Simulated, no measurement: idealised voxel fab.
process module | voxel trench capacitor
cross-section cut | 260 nm wide | cells 5 nm
A cross-section is a grid of square cells, given in bands from the top down. A band is one or more rows of cells.
Each band's line starts with the height of the band's top and of its bottom, in nm. Then come its materials from left to right, each with its width in nm. One material with "throughout" fills the band from edge to edge. "air" is empty space.
Height 0 is the level under which the wafer as received is all one material. The lowest band goes on downwards, as in "0 down".
A width such as "30 to 40" changes by the same amount from each row of cells to the next, from the band's top row to its bottom row.
"no change" after a step means that no cell of the cross-section changed.
closed voids: empty space of 8 cells or more with no open way to the top, each as width x height at its distance from the left edge, in nm
after a step's settings: what the simulator itself notes on the step
overlay nm, on a step with a mask: how far to the right of its planned place the mask lay; to the left if negative
plan
1 op RECEIVE | material Si
2 op CONFORMAL_DEP | material SiN | thk nm 5
3 op DIRECTIONAL_DEP | material aC | thk nm 15
4 op PATTERN | tone open | mask id TRENCH | material resist | width nm 25 | pitch nm 45 | thk nm 30 | overlay nm 0
5 op DIRECTIONAL_ETCH | etch materials aC | depth nm 15
6 op STRIP | etch materials resist
7 op DIRECTIONAL_ETCH | etch materials SiN | depth nm 5
8 op DIRECTIONAL_ETCH | etch materials Si | depth nm 35
9 op STRIP | etch materials aC
10 op CONFORMAL_DEP | material Al2O3 | thk nm 5
11 op FILL_DEP | material polySi | thk nm 10
12 op CMP | height nm 5
as received, after step 1
  0 down: Si throughout
  closed voids: none
first wafer at the end, as planned
  5 to 0: SiN 70 | Al2O3 5 | polySi 15 | Al2O3 5 | SiN 20 | Al2O3 5 | polySi 15 | Al2O3 5 | SiN 20 | Al2O3 5 | polySi 15 | Al2O3 5 | SiN 75
  0 to -30: Si 70 | Al2O3 5 | polySi 15 | Al2O3 5 | Si 20 | Al2O3 5 | polySi 15 | Al2O3 5 | Si 20 | Al2O3 5 | polySi 15 | Al2O3 5 | Si 75
  -30 to -35: Si 70 | Al2O3 25 | Si 20 | Al2O3 25 | Si 20 | Al2O3 25 | Si 75
  -35 down: Si throughout
  closed voids: none
second wafer at the end: like start, like plan, one mistake
  5 to 0: SiN 70 | aC 5 | polySi 15 | aC 5 | SiN 20 | aC 5 | polySi 15 | aC 5 | SiN 20 | aC 5 | polySi 15 | aC 5 | SiN 75
  0 to -30: Si 70 | aC 5 | polySi 15 | aC 5 | Si 20 | aC 5 | polySi 15 | aC 5 | Si 20 | aC 5 | polySi 15 | aC 5 | Si 75
  -30 to -35: Si 70 | aC 25 | Si 20 | aC 25 | Si 20 | aC 25 | Si 75
  -35 down: Si throughout
  closed voids: none
what went wrong: step 10 ran as: op CONFORMAL_DEP | material aC | thk nm 5
at the end the second wafer has, in cells: 57 fewer of Al2O3 | 57 more of aC
